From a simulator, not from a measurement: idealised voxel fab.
process module | voxel self aligned contacts
cross-section cut | 170 nm wide | cells 5 nm
A cross-section is a grid of square cells, given in bands from the top down. A band is one or more rows of cells.
Each band's line starts with the height of the band's top and of its bottom, in nm. Then come its materials from left to right, each with its width in nm. One material with "throughout" fills the band from edge to edge. "air" is empty space.
Height 0 is the level under which the wafer as received is all one material. The lowest band goes on downwards, as in "0 down".
A width such as "30 to 40" changes by the same amount from each row of cells to the next, from the band's top row to its bottom row.
"no change" after a step means that no cell of the cross-section changed.
closed voids: empty space of 8 cells or more with no open way to the top, each as width x height at its distance from the left edge, in nm
after a step's settings: what the simulator itself notes on the step
overlay nm, on a step with a mask: how far to the right of its planned place the mask lay; to the left if negative
plan
1 op RECEIVE | material Si
2 op CONFORMAL_DEP | material SiO2 | thk nm 5
3 op DIRECTIONAL_DEP | material polySi | thk nm 30
4 op DIRECTIONAL_DEP | material SiN | thk nm 20
5 op DIRECTIONAL_DEP | material aC | thk nm 10
6 op PATTERN | tone cover | mask id GATE | material resist | width nm 30 | pitch nm 60 | thk nm 25 | overlay nm 0
7 op DIRECTIONAL_ETCH | etch materials aC | depth nm 10
8 op STRIP | etch materials resist
9 op DIRECTIONAL_ETCH | etch materials SiN | depth nm 20
10 op DIRECTIONAL_ETCH | etch materials polySi | depth nm 30
11 op STRIP | etch materials aC
12 op CONFORMAL_DEP | material SiN | thk nm 5
13 op DIRECTIONAL_ETCH | etch materials SiN | depth nm 5
14 op FILL_DEP | material SiO2 | thk nm 10
15 op CMP | height nm 60
16 op PATTERN | tone open | mask id CONTACT | material resist | width nm 40 | thk nm 15 | overlay nm 0
17 op DIRECTIONAL_ETCH | etch materials SiO2 | depth nm 60
18 op STRIP | etch materials resist
19 op CONFORMAL_DEP | material TiN | thk nm 5
20 op FILL_DEP | material W | thk nm 5
21 op CMP | height nm 60
22 op CONFORMAL_DEP | material SiN | thk nm 5
as received, after step 1
  0 down: Si throughout
  closed voids: none
first wafer at the end, as planned
  65 to 60: SiN throughout
  60 to 55: SiO2 65 | TiN 15 | W 10 | TiN 15 | SiO2 65
  55 to 35: SiO2 35 | SiN 40 | TiN 5 | W 10 | TiN 5 | SiN 40 | SiO2 35
  35 to 5: SiO2 35 | SiN 5 | polySi 30 | SiN 5 | TiN 5 | W 10 | TiN 5 | SiN 5 | polySi 30 | SiN 5 | SiO2 35
  5 to 0: SiO2 75 | TiN 20 | SiO2 75
  0 down: Si throughout
  closed voids: none
second wafer at the end: like start, like plan, one mistake
  65 to 60: SiN throughout
  60 to 55: SiO2 65 | TiN 10 | W 20 | TiN 10 | SiO2 65
  55 to 35: SiO2 40 | SiN 30 | TiN 5 | W 20 | TiN 5 | SiN 30 | SiO2 40
  35 to 5: SiO2 40 | polySi 30 | TiN 5 | W 20 | TiN 5 | polySi 30 | SiO2 40
  5 to 0: SiO2 70 | TiN 30 | SiO2 70
  0 down: Si throughout
  closed voids: none
what went wrong: step 12 ran as: op CONFORMAL_DEP | material SiO2 | thk nm 5
at the end the second wafer has, in cells: 40 fewer of SiN | 18 more of SiO2 | 22 more of W
